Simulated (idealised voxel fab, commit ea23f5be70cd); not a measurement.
Herein follows the process module entitled voxel ribs on slabs.
The figure presents cross-section cut, which has a width of 155 nm and is divided into square cells with an edge length of 5 nm.
Reading order for cross-sections: top band down to bottom band. Underlying form: a grid of square cells. Band size: one or more rows of cells.
Look at the band entry: it leads with the top's height and the bottom's height in nm. Then it lists the materials left to right, with a width in nm for each. The word "all across" on a single material says that material fills the band edge to edge. The word "blank" is empty space.
All heights in this document are referenced to 0, defined as the level beneath which the wafer, as received, consists entirely of one material. The lowest band is not bounded below; it extends indefinitely downward and is written in the form "0 -> down".
The two numbers in a width such as "30..40" mark its ends across the band: the first belongs to the top row of cells, the second to the bottom row, and from each row to the next the width moves by the same amount.
Key: "nothing altered" - step with no changed cell in the cross-section.
If an empty space has no open way to the top and is at least 8 cells in size, "Closed voids list" lists it, written width x height at distance, where distance is measured from the left edge and every value is in nm.
What comes after the settings on a step's line is commentary from the simulator itself on that step.
When a step includes a mask, the "overlay nm" setting on its line states how far to the right of its planned place that mask lay, and negative values state how far to the left.
## The process steps that were planned are listed below
1) RECEIVE, material Si
2) DIRECTIONAL_DEP, material SiO2, thk nm 30
3) DIRECTIONAL_DEP, material SiN, thk nm 20
4) MASKED_ETCH, tone cover, mask id RIB, width nm 20, etch materials SiN, depth nm 15, overlay nm 0
5) MASKED_ETCH, tone cover, mask id SLAB, width nm 50, etch materials SiN, depth nm 5, overlay nm 0
6) FILL_DEP, material SiO2, thk nm 25
7) CMP, height nm 65
8) DIRECTIONAL_DEP, material TiN, thk nm 10
9) PATTERN, tone cover, mask id HEATER, material resist, width nm 30, thk nm 20, overlay nm 0
10) DIRECTIONAL_ETCH, etch materials TiN, depth nm 10
11) STRIP, etch materials resist
12) CONFORMAL_DEP, material SiO2, thk nm 10
## First wafer of two (run as planned)
## Cross-section of the wafer at receipt, which is the condition after step 1
- 0 -> down: Si all across
- Closed voids list: none
## State of the wafer after step 2, shown in cross-section
- 30 -> 0: SiO2 all across
- Below 0 it's all the same as before, nothing changed down there.
## State of the wafer after step 3, shown in cross-section
- 50 -> 30: SiN all across
- Below 30 it's all the same as before, nothing changed down there.
## State of the wafer after step 4, shown in cross-section
- 50 -> 35: blank 65 nm / SiN 20 nm / blank 70 nm
- Below 35 it's all the same as before, nothing changed down there.
## State of the wafer after step 5, shown in cross-section
- 50 -> 35: blank 65 nm / SiN 20 nm / blank 70 nm
- 35 -> 30: blank 50 nm / SiN 50 nm / blank 55 nm
- Below 30 it's all the same as before, nothing changed down there.
## State of the wafer after step 6, shown in cross-section
- 75 -> 50: SiO2 all across
- 50 -> 35: SiO2 65 nm / SiN 20 nm / SiO2 70 nm
- 35 -> 30: SiO2 50 nm / SiN 50 nm / SiO2 55 nm
- Below 30 it's all the same as before, nothing changed down there.
## State of the wafer after step 7, shown in cross-section
- 65 -> 50: SiO2 all across
- Below 50 it's all the same as before, nothing changed down there.
## State of the wafer after step 8, shown in cross-section
- 75 -> 65: TiN all across
- Below 65 it's all the same as before, nothing changed down there.
## State of the wafer after step 9, shown in cross-section
- 95 -> 75: blank 60 nm / resist 30 nm / blank 65 nm
- Below 75 it's all the same as before, nothing changed down there.
## State of the wafer after step 10, shown in cross-section
- 95 -> 75: blank 60 nm / resist 30 nm / blank 65 nm
- 75 -> 65: blank 60 nm / TiN 30 nm / blank 65 nm
- Below 65 it's all the same as before, nothing changed down there.
## State of the wafer after step 11, shown in cross-section
- 75 -> 65: blank 60 nm / TiN 30 nm / blank 65 nm
- Below 65 it's all the same as before, nothing changed down there.
## State of the wafer after step 12, shown in cross-section
- 85 -> 75: blank 50 nm / SiO2 50 nm / blank 55 nm
- 75 -> 65: SiO2 60 nm / TiN 30 nm / SiO2 65 nm
- Below 65 it's all the same as before, nothing changed down there.
## Companion wafer, the second of two: same beginning, same intended sequence, one mistake in carrying it out; through step 2 inclusive it tracks the first exactly
## Cross-section, second wafer, at the end time the plan gives for step 3
- 70 -> 30: SiN all across
- Below 30 it's all the same as before, nothing changed down there.
## Cross-section, second wafer, at the end time the plan gives for step 4
- 70 -> 55: blank 65 nm / SiN 20 nm / blank 70 nm
- Below 55 it's all the same as before, nothing changed down there.
## Cross-section, second wafer, at the end time the plan gives for step 5
- 70 -> 55: blank 65 nm / SiN 20 nm / blank 70 nm
- 55 -> 50: blank 50 nm / SiN 50 nm / blank 55 nm
- Below 50 it's all the same as before, nothing changed down there.
## Cross-section, second wafer, at the end time the plan gives for step 6
- 95 -> 70: SiO2 all across
- 70 -> 55: SiO2 65 nm / SiN 20 nm / SiO2 70 nm
- 55 -> 50: SiO2 50 nm / SiN 50 nm / SiO2 55 nm
- Below 50 it's all the same as before, nothing changed down there.
## Cross-section, second wafer, at the end time the plan gives for step 7
- 65 -> 55: SiO2 65 nm / SiN 20 nm / SiO2 70 nm
- Below 55 it's all the same as before, nothing changed down there.
## Cross-section, second wafer, at the end time the plan gives for step 8
- 75 -> 65: TiN all across
- Below 65 it's all the same as before, nothing changed down there.
## Cross-section, second wafer, at the end time the plan gives for step 9
- 95 -> 75: blank 60 nm / resist 30 nm / blank 65 nm
- Below 75 it's all the same as before, nothing changed down there.
## Cross-section, second wafer, at the end time the plan gives for step 10
- 95 -> 75: blank 60 nm / resist 30 nm / blank 65 nm
- 75 -> 65: blank 60 nm / TiN 30 nm / blank 65 nm
- Below 65 it's all the same as before, nothing changed down there.
## Cross-section, second wafer, at the end time the plan gives for step 11
- 75 -> 65: blank 60 nm / TiN 30 nm / blank 65 nm
- Below 65 it's all the same as before, nothing changed down there.
## Cross-section, second wafer, at the end time the plan gives for step 12
- 85 -> 75: blank 50 nm / SiO2 50 nm / blank 55 nm
- 75 -> 65: SiO2 60 nm / TiN 30 nm / SiO2 65 nm
- Below 65 it's all the same as before, nothing changed down there.
The mistake made against the process plan was this: the plan had its step 3 run twice
Once processing is complete, comparing cell counts shows that the second wafer has more or fewer of certain materials than the first: SiN: 120 more | SiO2: 120 fewer
